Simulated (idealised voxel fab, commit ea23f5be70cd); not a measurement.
voxel air gaps: a process module
Xsec cut, 190 nm wide, square cell size 5 nm.
Cross-section layout: square cells on a grid; listed as bands, top to bottom; a band spans one or more cell rows.
The entry gives the band's vertical extent as a top height and a bottom height in nm, then its horizontal make-up as materials from left to right, each with a width in nm. "empty" stands for empty space; a single material marked "throughout" fills the band edge to edge.
Height reference: 0 = level under which incoming wafer is all one material. Lowest band: no bottom, runs on downward, e.g. "z 0 and below".
When a width is written as two numbers, as in "30 to 40", the first number is the width in the top row of cells of the band and the second is the width in its bottom row, and the width changes by the same amount from each row to the next.
Basically "left unchanged" means that step didn't change any cell in the cross-section.
"Voids, enclosed": sealed empty spaces, 8 cells or more, no open way to top, listed width x height at distance, with distance from the left edge and width, height and distance in nm.
Step line, after settings: the simulator's comment on this step.
overlay nm, on a step with a mask: how far to the right of its planned place the mask lay; to the left if negative

The planned process steps are enumerated hereunder
1 RECEIVE: material Si
2 CONFORMAL_DEP: material SiO2, thk nm 15
3 CONFORMAL_DEP: material SiCN, thk nm 5
4 DIRECTIONAL_DEP: material lowk, thk nm 35
5 DIRECTIONAL_DEP: material aC, thk nm 15
6 PATTERN: tone open, mask id LINES, material resist, width nm 15, pitch nm 45, thk nm 30, overlay nm 0
7 DIRECTIONAL_ETCH: etch materials aC, depth nm 15
8 STRIP: etch materials resist
9 DIRECTIONAL_ETCH: etch materials lowk, depth nm 35
10 STRIP: etch materials aC
11 CONFORMAL_DEP: material TiN, thk nm 5
12 FILL_DEP: material Cu, thk nm 10
13 CMP: height nm 55
14 EPI: material Ru, thk nm 10
15 SELECTIVE_ETCH: etch materials lowk, depth nm 45
16 CONFORMAL_DEP: material SiCN, thk nm 5

Cross-section: wafer on arrival = after step 1
- z 0 and below = Si throughout
- Voids, enclosed: none

Same starting wafer, same plan as above, one mistake in the execution; this is the cross-section at the end of the module
- z 80 to 65 = empty 15 nm | SiCN 155 nm | empty 20 nm
- z 65 to 55 = empty 15 nm | SiCN 15 nm | Ru 35 nm | SiCN 10 nm | Ru 35 nm | SiCN 10 nm | Ru 35 nm | SiCN 15 nm | empty 20 nm
- z 55 to 50 = empty 15 nm | SiCN 25 nm | TiN 5 nm | Cu 5 nm | TiN 5 nm | SiCN 30 nm | TiN 5 nm | Cu 5 nm | TiN 5 nm | SiCN 30 nm | TiN 5 nm | Cu 5 nm | TiN 5 nm | SiCN 25 nm | empty 20 nm
- z 50 to 40 = empty 15 nm | SiCN 25 nm | TiN 5 nm | Cu 5 nm | TiN 5 nm | SiCN 5 nm | empty 20 nm | SiCN 5 nm | TiN 5 nm | Cu 5 nm | TiN 5 nm | SiCN 5 nm | empty 20 nm | SiCN 5 nm | TiN 5 nm | Cu 5 nm | TiN 5 nm | SiCN 25 nm | empty 20 nm
- z 40 to 35 = empty 25 nm | SiCN 15 nm | TiN 5 nm | Cu 5 nm | TiN 5 nm | SiCN 5 nm | empty 20 nm | SiCN 5 nm | TiN 5 nm | Cu 5 nm | TiN 5 nm | SiCN 5 nm | empty 20 nm | SiCN 5 nm | TiN 5 nm | Cu 5 nm | TiN 5 nm | SiCN 15 nm | empty 30 nm
- z 35 to 25 = SiCN 40 nm | TiN 5 nm | Cu 5 nm | TiN 5 nm | SiCN 5 nm | empty 20 nm | SiCN 5 nm | TiN 5 nm | Cu 5 nm | TiN 5 nm | SiCN 5 nm | empty 20 nm | SiCN 5 nm | TiN 5 nm | Cu 5 nm | TiN 5 nm | SiCN 45 nm
- z 25 to 20 = SiCN 40 nm | TiN 15 nm | SiCN 30 nm | TiN 15 nm | SiCN 30 nm | TiN 15 nm | SiCN 45 nm
- z 20 to 15 = SiCN throughout
- z 15 to 0 = SiO2 throughout
- z 0 and below = Si throughout
- Voids, enclosed: 20 x 25 at 60; 20 x 25 at 105
Which mistake was made when the wafer was run? not per plan at step 16, really ran CONFORMAL_DEP: material SiCN, thk nm 15
